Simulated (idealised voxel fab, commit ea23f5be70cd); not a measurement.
process module | voxel quadruple lines
cross-section cut | 300 nm wide | cells 5 nm
A cross-section is a grid of square cells, given in bands from the top down. A band is one or more rows of cells.
Each band's line starts with the height of the band's top and of its bottom, in nm. Then come its materials from left to right, each with its width in nm. One material with "throughout" fills the band from edge to edge. "air" is empty space.
Height 0 is the level under which the wafer as received is all one material. The lowest band goes on downwards, as in "0 down".
A width such as "30 to 40" changes by the same amount from each row of cells to the next, from the band's top row to its bottom row.
"no change" after a step means that no cell of the cross-section changed.
closed voids: empty space of 8 cells or more with no open way to the top, each as width x height at its distance from the left edge, in nm
after a step's settings: what the simulator itself notes on the step
overlay nm, on a step with a mask: how far to the right of its planned place the mask lay; to the left if negative
plan
1 op RECEIVE | material Si
2 op CONFORMAL_DEP | material Al2O3 | thk nm 5
3 op DIRECTIONAL_DEP | material W | thk nm 15
4 op DIRECTIONAL_DEP | material polySi | thk nm 20
5 op DIRECTIONAL_DEP | material aC | thk nm 25
6 op PATTERN | tone cover | mask id MANDREL | material resist | width nm 25 | pitch nm 80 | thk nm 35 | overlay nm 0
7 op DIRECTIONAL_ETCH | etch materials aC | depth nm 25
8 op STRIP | etch materials resist
9 op CONFORMAL_DEP | material SiO2 | thk nm 15
10 op DIRECTIONAL_ETCH | etch materials SiO2 | depth nm 15
11 op STRIP | etch materials aC
12 op DIRECTIONAL_ETCH | etch materials polySi | depth nm 20
13 op STRIP | etch materials SiO2
14 op CONFORMAL_DEP | material SiCN | thk nm 5
15 op DIRECTIONAL_ETCH | etch materials SiCN | depth nm 5
16 op STRIP | etch materials polySi
17 op DIRECTIONAL_ETCH | etch materials W | depth nm 15
18 op STRIP | etch materials SiCN
19 op FILL_DEP | material SiO2 | thk nm 10
20 op CMP | height nm 20
as received, after step 1
  0 down: Si throughout
  closed voids: none
a wafer at the end: this start, this plan, one mistake
  20 to 5: SiO2 80 | W 5 | SiO2 15 | W 5 | SiO2 10 | W 5 | SiO2 15 | W 5 | SiO2 20 | W 5 | SiO2 15 | W 5 | SiO2 10 | W 5 | SiO2 15 | W 5 | SiO2 80
  5 to 0: Al2O3 throughout
  0 down: Si throughout
  closed voids: none
what went wrong: step 6 ran as: op PATTERN | tone cover | mask id MANDREL | material resist | width nm 20 | pitch nm 80 | thk nm 35 | overlay nm 0
